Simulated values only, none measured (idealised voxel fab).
The following is a process module called voxel gate over fins.
Square cells of 5 nm make up the cross-section cut, whose width is 295 nm.
For the purposes of this document, a cross-section shall be understood as a grid of square cells, specified as bands listed in top-to-bottom order, each band consisting of one or more rows of cells. Top, bottom (nm), then materials left to right with widths (nm); lone material tagged "throughout" fills the whole band edge to edge; "air" = empty space. The level at which height equals 0 is the one under which the wafer, as it arrives, is entirely one material. No lower edge exists for the bottom band, which continues downward and is notated as in "top 0, no bottom". The width entry "30 to 40" should be interpreted row by row: the top row of cells in the band takes the first number, the bottom row takes the second number, and the change between adjacent rows is uniform throughout. For the purposes of this document, the phrase "no change" attached to a step denotes that no cell within the cross-section was modified by that step. Entry "Closed internal cavities". Content: empty spaces with no open connection to the top, size 8 cells or greater. Each: width x height at distance. Distance: from left edge. Unit: nm. Anything after a step's settings on that line? It's the simulator's own note about the step. Regarding "overlay nm": on a step with a mask, it is the distance the mask lay to the right of its planned place; a negative value places it to the left.

## Planned step list for the process
- 1: RECEIVE,material Si
- 2: CONFORMAL_DEP,material SiN,thk nm 10
- 3: DIRECTIONAL_DEP,material aC,thk nm 15
- 4: PATTERN,tone cover,mask id FINS,material resist,width nm 15,pitch nm 35,thk nm 35,overlay nm 0
- 5: DIRECTIONAL_ETCH,etch materials aC,depth nm 15
- 6: STRIP,etch materials resist
- 7: DIRECTIONAL_ETCH,etch materials SiN,depth nm 10
- 8: DIRECTIONAL_ETCH,etch materials Si,depth nm 40
- 9: STRIP,etch materials aC
- 10: FILL_DEP,material SiO2,thk nm 10
- 11: CMP,height nm 10
- 12: SELECTIVE_ETCH,etch materials SiO2,depth nm 20
- 13: STRIP,etch materials SiN
- 14: CONFORMAL_DEP,material HfO2,thk nm 5
- 15: CONFORMAL_DEP,material TiN,thk nm 5
- 16: CONFORMAL_DEP,material TiAl,thk nm 5
- 17: CONFORMAL_DEP,material TiN,thk nm 5
- 18: FILL_DEP,material W,thk nm 15
- 19: CMP,height nm 30
- 20: CONFORMAL_DEP,material SiCN,thk nm 5

## Cross-section of the wafer upon arrival, representing the state reached after step 1
* top 0, no bottom  Si throughout
* Closed internal cavities: none

## Figure: cross-sectional view of the wafer upon completion of the module, processed from the initial state and according to the plan depicted above, with one error introduced during execution
* top 35, bottom 30  SiCN throughout
* top 30, bottom 20  W throughout
* top 20, bottom 15  100 W  90 TiN  105 W
* top 15, bottom 10  100 W  5 TiN  80 TiAl  5 TiN  105 W
* top 10, bottom 5  100 W  5 TiN  5 TiAl  70 TiN  5 TiAl  5 TiN  105 W
* top 5, bottom 0  100 W  5 TiN  5 TiAl  5 TiN  25 HfO2  10 TiN  25 HfO2  5 TiN  5 TiAl  5 TiN  105 W
* top 0, bottom -10  100 W  5 TiN  5 TiAl  5 TiN  5 HfO2  15 Si  5 HfO2  10 TiN  5 HfO2  15 Si  5 HfO2  5 TiN  5 TiAl  5 TiN  105 W
* top -10, bottom -15  105 TiN  5 TiAl  5 TiN  5 HfO2  15 Si  5 HfO2  10 TiN  5 HfO2  15 Si  5 HfO2  5 TiN  5 TiAl  110 TiN
* top -15, bottom -20  110 TiAl  5 TiN  5 HfO2  15 Si  5 HfO2  10 TiN  5 HfO2  15 Si  5 HfO2  5 TiN  115 TiAl
* top -20, bottom -25  115 TiN  5 HfO2  15 Si  5 HfO2  10 TiN  5 HfO2  15 Si  5 HfO2  120 TiN
* top -25, bottom -30  120 HfO2  15 Si  20 HfO2  15 Si  125 HfO2
* top -30, bottom -40  120 SiO2  15 Si  20 SiO2  15 Si  125 SiO2
* top -40, no bottom  Si throughout
* Closed internal cavities: none
Where did the run depart from the plan? twice, step 12 of the plan was run
